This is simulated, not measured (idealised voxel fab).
Process module heading - voxel self aligned vias
FYI the section here is cut, 245 nm wide, cells are 5 nm squares.
We lay out every cross-section as a grid of square cells and spell it out in bands from the top down, where one band means one or more rows of cells. Within each band entry, the heights of the top and of the bottom of the band appear first, in that order and in nm; the materials of the band then follow from left to right, each with its corresponding width in nm. The designation "full width" on a single material indicates that it fills the band from edge to edge; the designation "air" indicates empty space. Height 0 is the level under which the wafer as received is all one material. The lowest band goes on downwards, as in "0..down". A width given as "30..40" starts at the first number in the band's top row and ends at the second number in its bottom row, shifting by an equal amount at every step from row to row. For the purposes of this document, the phrase "nothing was modified" attached to a step denotes that no cell within the cross-section was modified by that step. For the entry "Unvented internal voids", the listed items are empty spaces with no open way to the top whose size is 8 cells or more; each item follows the pattern width x height at distance, where distance is from the left edge and all three are in nm. Text after the settings on a step's line: the simulator's own remark on that step. Steps that use a mask can have "overlay nm" on their line. It says how far the mask sat to the right of where it was meant to be. Negative means to the left.

PLAN
| 1 | RECEIVE (material Si) |
| 2 | CONFORMAL_DEP (material SiO2; thk nm 10) |
| 3 | CONFORMAL_DEP (material SiCN; thk nm 5) |
| 4 | DIRECTIONAL_DEP (material SiO2; thk nm 20) |
| 5 | DIRECTIONAL_DEP (material aC; thk nm 10) |
| 6 | PATTERN (tone open; mask id LINES; material resist; width nm 30; pitch nm 60; thk nm 30; overlay nm 0) |
| 7 | DIRECTIONAL_ETCH (etch materials aC; depth nm 10) |
| 8 | STRIP (etch materials resist) |
| 9 | DIRECTIONAL_ETCH (etch materials SiO2; depth nm 20) |
| 10 | STRIP (etch materials aC) |
| 11 | CONFORMAL_DEP (material TiN; thk nm 5) |
| 12 | FILL_DEP (material W; thk nm 10) |
| 13 | CMP (height nm 35) |
| 14 | SELECTIVE_ETCH (etch materials W Ru TiN; depth nm 10) |
| 15 | FILL_DEP (material SiN; thk nm 10) |
| 16 | CMP (height nm 35) |
| 17 | DIRECTIONAL_DEP (material SiO2; thk nm 15) |
| 18 | MASKED_ETCH (tone open; mask id VIAS; width nm 40; etch materials SiO2; depth nm 15; overlay nm 0) |
| 19 | MASKED_ETCH (tone open; mask id VIAS; width nm 40; etch materials SiN; depth nm 10; overlay nm 0) |
| 20 | CONFORMAL_DEP (material TiN; thk nm 5) |
| 21 | FILL_DEP (material W; thk nm 5) |
| 22 | CMP (height nm 50) |
| 23 | CONFORMAL_DEP (material SiN; thk nm 5) |

THE CROSS-SECTION HERE SHOWS THE WAFER AS RECEIVED, I.E. IN ITS STATE AFTER STEP 1
> 0..down: Si full width
> Unvented internal voids: none

POST-MODULE CROSS-SECTION: IDENTICAL START AND PLAN TO THOSE ABOVE, ONE MISSTEP IN EXECUTION
> 55..50: SiN full width
> 50..35: 70 of SiO2 | 5 of TiN | 30 of W | 5 of TiN | 135 of SiO2
> 35..30: 70 of SiO2 | 5 of TiN | 30 of W | 5 of TiN | 25 of SiO2 | 30 of SiN | 80 of SiO2
> 30..25: 70 of SiO2 | 40 of TiN | 25 of SiO2 | 30 of SiN | 80 of SiO2
> 25..20: 70 of SiO2 | 10 of TiN | 20 of W | 10 of TiN | 25 of SiO2 | 5 of TiN | 20 of W | 5 of TiN | 80 of SiO2
> 20..15: 75 of SiO2 | 30 of TiN | 30 of SiO2 | 30 of TiN | 80 of SiO2
> 15..10: SiCN full width
> 10..0: SiO2 full width
> 0..down: Si full width
> Unvented internal voids: none
What was done differently from what was planned? regarding the plan, step 18 was run twice
